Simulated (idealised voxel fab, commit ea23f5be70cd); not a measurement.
The name of this process module is voxel self aligned contacts.
For reference, the cross-section in this document is cut, with width 215 nm and square cells of 5 nm.
Cross-section layout: square cells on a grid; listed as bands, top to bottom; a band spans one or more cell rows.
Basically the band line says how high the top is and how high the bottom is, in nm, and then what's in it from left to right, every material with its width in nm. Empty space shows up as "air", and if a single material carries "everywhere" it runs the full band edge to edge.
A quick word on heights: they are counted from 0, and under that level the wafer as it came to us is one material throughout. The lowest band is different from the rest in having no bottom; it simply continues downward, written as in "z 0 and below".
Width "30 to 40": first value at the band's top row of cells, second value at its bottom row, equal change from row to row.
Take "nothing altered" at face value: in the step it is given for, the cross-section changed in none of its cells.
Closed-off voids of 8+ cells (no open route to the top) go in "Enclosed empty spaces", written width x height at distance from the left edge, in nm.
Step line, after settings: the simulator's comment on this step.
"overlay nm" on a masked step: distance the mask lay right of its planned place, negative for left.
-- Here's what the planned process steps look like
1. RECEIVE (material Si)
2. CONFORMAL_DEP (material SiO2; thk nm 5)
3. DIRECTIONAL_DEP (material polySi; thk nm 30)
4. DIRECTIONAL_DEP (material SiN; thk nm 25)
5. PATTERN (tone cover; mask id GATE; material resist; width nm 30; pitch nm 70; thk nm 15; overlay nm 0)
6. DIRECTIONAL_ETCH (etch materials SiN; depth nm 25)
7. DIRECTIONAL_ETCH (etch materials polySi; depth nm 30)
8. STRIP (etch materials resist)
9. CONFORMAL_DEP (material SiN; thk nm 10)
10. DIRECTIONAL_ETCH (etch materials SiN; depth nm 10)
11. FILL_DEP (material SiO2; thk nm 10)
12. CMP (height nm 65)
13. DIRECTIONAL_DEP (material aC; thk nm 15)
14. PATTERN (tone open; mask id CONTACT; material resist; width nm 50; pitch nm 70; thk nm 35; overlay nm 0)
15. DIRECTIONAL_ETCH (etch materials aC; depth nm 15)
16. STRIP (etch materials resist)
17. DIRECTIONAL_ETCH (etch materials SiO2; depth nm 65)
18. STRIP (etch materials aC)
19. CONFORMAL_DEP (material TiN; thk nm 5)
20. FILL_DEP (material W; thk nm 10)
21. CMP (height nm 65)
22. CONFORMAL_DEP (material SiN; thk nm 5)
-- Cross-section of the incoming wafer, state after step 1
- z 0 and below: Si everywhere
- Enclosed empty spaces: none
-- first wafer at the end, as planned
- z 70 to 65: SiN everywhere
- z 65 to 60: 45 of SiO2, then 20 of TiN, then 10 of W, then 20 of TiN, then 20 of SiO2, then 20 of TiN, then 10 of W, then 20 of TiN, then 50 of SiO2
- z 60 to 35: 10 of SiO2, then 50 of SiN, then 5 of TiN, then 10 of W, then 5 of TiN, then 50 of SiN, then 5 of TiN, then 10 of W, then 5 of TiN, then 50 of SiN, then 15 of SiO2
- z 35 to 5: 10 of SiO2, then 10 of SiN, then 30 of polySi, then 10 of SiN, then 5 of TiN, then 10 of W, then 5 of TiN, then 10 of SiN, then 30 of polySi, then 10 of SiN, then 5 of TiN, then 10 of W, then 5 of TiN, then 10 of SiN, then 30 of polySi, then 10 of SiN, then 15 of SiO2
- z 5 to 0: 60 of SiO2, then 20 of TiN, then 50 of SiO2, then 20 of TiN, then 65 of SiO2
- z 0 and below: Si everywhere
- Enclosed empty spaces: none
-- Cross-sectional view: second of two wafers, end of module; start and plan identical to the first, one mistake in running
- z 70 to 65: SiN everywhere
- z 65 to 60: 5 of W, then 40 of TiN, then 50 of SiO2, then 20 of TiN, then 50 of SiO2, then 40 of TiN, then 10 of W
- z 60 to 35: 5 of W, then 5 of TiN, then 50 of SiN, then 20 of SiO2, then 50 of SiN, then 20 of SiO2, then 50 of SiN, then 5 of TiN, then 10 of W
- z 35 to 5: 5 of W, then 5 of TiN, then 10 of SiN, then 30 of polySi, then 10 of SiN, then 20 of SiO2, then 10 of SiN, then 30 of polySi, then 10 of SiN, then 20 of SiO2, then 10 of SiN, then 30 of polySi, then 10 of SiN, then 5 of TiN, then 10 of W
- z 5 to 0: 10 of TiN, then 190 of SiO2, then 15 of TiN
- z 0 and below: Si everywhere
- Enclosed empty spaces: none
Finding, execution versus plan: step 14 went in with a setting other than planned; the actual run was PATTERN (tone cover; mask id CONTACT; material resist; width nm 50; pitch nm 70; thk nm 35; overlay nm 0)
Materials where the second wafer ends with more or fewer cells than the first: +33 SiO2, -21 TiN, -12 W
